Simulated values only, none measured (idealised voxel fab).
process module | voxel self aligned contacts
cross-section cut | 185 nm wide | cells 5 nm
A cross-section is a grid of square cells, given in bands from the top down. A band is one or more rows of cells.
Each band's line starts with the height of the band's top and of its bottom, in nm. Then come its materials from left to right, each with its width in nm. One material with "throughout" fills the band from edge to edge. "air" is empty space.
Height 0 is the level under which the wafer as received is all one material. The lowest band goes on downwards, as in "0 down".
A width such as "30 to 40" changes by the same amount from each row of cells to the next, from the band's top row to its bottom row.
"no change" after a step means that no cell of the cross-section changed.
closed voids: empty space of 8 cells or more with no open way to the top, each as width x height at its distance from the left edge, in nm
after a step's settings: what the simulator itself notes on the step
overlay nm, on a step with a mask: how far to the right of its planned place the mask lay; to the left if negative
plan
1 op RECEIVE | material Si
2 op CONFORMAL_DEP | material SiO2 | thk nm 5
3 op DIRECTIONAL_DEP | material polySi | thk nm 20
4 op DIRECTIONAL_DEP | material SiN | thk nm 20
5 op PATTERN | tone cover | mask id GATE | material resist | width nm 25 | pitch nm 60 | thk nm 15 | overlay nm 0
6 op DIRECTIONAL_ETCH | etch materials SiN | depth nm 20
7 op DIRECTIONAL_ETCH | etch materials polySi | depth nm 20
8 op STRIP | etch materials resist
9 op CONFORMAL_DEP | material SiN | thk nm 5
10 op DIRECTIONAL_ETCH | etch materials SiN | depth nm 5
11 op FILL_DEP | material SiO2 | thk nm 15
12 op CMP | height nm 50
13 op PATTERN | tone open | mask id CONTACT | material resist | width nm 45 | thk nm 15 | overlay nm 0
14 op DIRECTIONAL_ETCH | etch materials SiO2 | depth nm 50
15 op STRIP | etch materials resist
16 op CONFORMAL_DEP | material TiN | thk nm 5
17 op FILL_DEP | material Ru | thk nm 5
18 op CMP | height nm 50
19 op CONFORMAL_DEP | material SiN | thk nm 5
first wafer, as planned
as received, after step 1
  0 down: Si throughout
  closed voids: none
after step 2
  5 to 0: SiO2 throughout
  below 0: unchanged
after step 3
  25 to 5: polySi throughout
  below 5: unchanged
after step 4
  45 to 25: SiN throughout
  below 25: unchanged
after step 5
  60 to 45: air 50 | resist 25 | air 35 | resist 25 | air 50
  below 45: unchanged
after step 6
  60 to 45: air 50 | resist 25 | air 35 | resist 25 | air 50
  45 to 25: air 50 | SiN 25 | air 35 | SiN 25 | air 50
  below 25: unchanged
after step 7
  60 to 45: air 50 | resist 25 | air 35 | resist 25 | air 50
  45 to 25: air 50 | SiN 25 | air 35 | SiN 25 | air 50
  25 to 5: air 50 | polySi 25 | air 35 | polySi 25 | air 50
  below 5: unchanged
after step 8
  45 to 25: air 50 | SiN 25 | air 35 | SiN 25 | air 50
  below 25: unchanged
after step 9
  50 to 25: air 45 | SiN 35 | air 25 | SiN 35 | air 45
  25 to 10: air 45 | SiN 5 | polySi 25 | SiN 5 | air 25 | SiN 5 | polySi 25 | SiN 5 | air 45
  10 to 5: SiN 50 | polySi 25 | SiN 35 | polySi 25 | SiN 50
  below 5: unchanged
after step 10
  45 to 25: air 45 | SiN 35 | air 25 | SiN 35 | air 45
  25 to 5: air 45 | SiN 5 | polySi 25 | SiN 5 | air 25 | SiN 5 | polySi 25 | SiN 5 | air 45
  below 5: unchanged
after step 11
  60 to 45: SiO2 throughout
  45 to 25: SiO2 45 | SiN 35 | SiO2 25 | SiN 35 | SiO2 45
  25 to 5: SiO2 45 | SiN 5 | polySi 25 | SiN 5 | SiO2 25 | SiN 5 | polySi 25 | SiN 5 | SiO2 45
  below 5: unchanged
after step 12
  50 to 45: SiO2 throughout
  below 45: unchanged
after step 13
  65 to 50: resist 70 | air 45 | resist 70
  below 50: unchanged
after step 14
  65 to 50: resist 70 | air 45 | resist 70
  50 to 45: SiO2 70 | air 45 | SiO2 70
  45 to 25: SiO2 45 | SiN 35 | air 25 | SiN 35 | SiO2 45
  25 to 5: SiO2 45 | SiN 5 | polySi 25 | SiN 5 | air 25 | SiN 5 | polySi 25 | SiN 5 | SiO2 45
  5 to 0: SiO2 80 | air 25 | SiO2 80
  below 0: unchanged
after step 15
  50 to 45: SiO2 70 | air 45 | SiO2 70
  below 45: unchanged
after step 16
  55 to 50: TiN 75 | air 35 | TiN 75
  50 to 45: SiO2 70 | TiN 15 | air 15 | TiN 15 | SiO2 70
  45 to 25: SiO2 45 | SiN 35 | TiN 5 | air 15 | TiN 5 | SiN 35 | SiO2 45
  25 to 5: SiO2 45 | SiN 5 | polySi 25 | SiN 5 | TiN 5 | air 15 | TiN 5 | SiN 5 | polySi 25 | SiN 5 | SiO2 45
  5 to 0: SiO2 80 | TiN 25 | SiO2 80
  below 0: unchanged
after step 17
  60 to 55: Ru throughout
  55 to 50: TiN 75 | Ru 35 | TiN 75
  50 to 45: SiO2 70 | TiN 15 | Ru 15 | TiN 15 | SiO2 70
  45 to 25: SiO2 45 | SiN 35 | TiN 5 | Ru 15 | TiN 5 | SiN 35 | SiO2 45
  25 to 5: SiO2 45 | SiN 5 | polySi 25 | SiN 5 | TiN 5 | Ru 15 | TiN 5 | SiN 5 | polySi 25 | SiN 5 | SiO2 45
  below 5: unchanged
after step 18
  50 to 45: SiO2 70 | TiN 15 | Ru 15 | TiN 15 | SiO2 70
  below 45: unchanged
after step 19
  55 to 50: SiN throughout
  below 50: unchanged
second wafer: like start, like plan, one mistake. Through step 2 it matches the first wafer
when step 3 should have ended
  25 to 5: SiN throughout
  below 5: unchanged
when step 4 should have ended
  45 to 25: polySi throughout
  below 25: unchanged
when step 5 should have ended
  60 to 45: air 50 | resist 25 | air 35 | resist 25 | air 50
  below 45: unchanged
when step 6 should have ended: no change
when step 7 should have ended
  60 to 45: air 50 | resist 25 | air 35 | resist 25 | air 50
  45 to 25: air 50 | polySi 25 | air 35 | polySi 25 | air 50
  below 25: unchanged
when step 8 should have ended
  45 to 25: air 50 | polySi 25 | air 35 | polySi 25 | air 50
  below 25: unchanged
when step 9 should have ended
  50 to 45: air 45 | SiN 35 | air 25 | SiN 35 | air 45
  45 to 30: air 45 | SiN 5 | polySi 25 | SiN 5 | air 25 | SiN 5 | polySi 25 | SiN 5 | air 45
  30 to 25: SiN 50 | polySi 25 | SiN 35 | polySi 25 | SiN 50
  below 25: unchanged
when step 10 should have ended
  45 to 25: air 45 | SiN 5 | polySi 25 | SiN 5 | air 25 | SiN 5 | polySi 25 | SiN 5 | air 45
  below 25: unchanged
when step 11 should have ended
  60 to 45: SiO2 throughout
  45 to 25: SiO2 45 | SiN 5 | polySi 25 | SiN 5 | SiO2 25 | SiN 5 | polySi 25 | SiN 5 | SiO2 45
  below 25: unchanged
when step 12 should have ended
  50 to 45: SiO2 throughout
  below 45: unchanged
when step 13 should have ended
  65 to 50: resist 70 | air 45 | resist 70
  below 50: unchanged
when step 14 should have ended
  65 to 50: resist 70 | air 45 | resist 70
  50 to 45: SiO2 70 | air 45 | SiO2 70
  45 to 25: SiO2 45 | SiN 5 | polySi 25 | SiN 5 | air 25 | SiN 5 | polySi 25 | SiN 5 | SiO2 45
  below 25: unchanged
when step 15 should have ended
  50 to 45: SiO2 70 | air 45 | SiO2 70
  below 45: unchanged
when step 16 should have ended
  55 to 50: TiN 75 | air 35 | TiN 75
  50 to 45: SiO2 70 | TiN 15 | air 15 | TiN 15 | SiO2 70
  45 to 30: SiO2 45 | SiN 5 | polySi 25 | SiN 5 | TiN 5 | air 15 | TiN 5 | SiN 5 | polySi 25 | SiN 5 | SiO2 45
  30 to 25: SiO2 45 | SiN 5 | polySi 25 | SiN 5 | TiN 25 | SiN 5 | polySi 25 | SiN 5 | SiO2 45
  below 25: unchanged
when step 17 should have ended
  60 to 55: Ru throughout
  55 to 50: TiN 75 | Ru 35 | TiN 75
  50 to 45: SiO2 70 | TiN 15 | Ru 15 | TiN 15 | SiO2 70
  45 to 30: SiO2 45 | SiN 5 | polySi 25 | SiN 5 | TiN 5 | Ru 15 | TiN 5 | SiN 5 | polySi 25 | SiN 5 | SiO2 45
  below 30: unchanged
when step 18 should have ended
  50 to 45: SiO2 70 | TiN 15 | Ru 15 | TiN 15 | SiO2 70
  below 45: unchanged
when step 19 should have ended
  55 to 50: SiN throughout
  below 50: unchanged
what went wrong: steps 3 and 4 were swapped
at the end the second wafer has, in cells: 15 fewer of Ru | 92 more of SiN | 67 fewer of SiO2 | 10 fewer of TiN
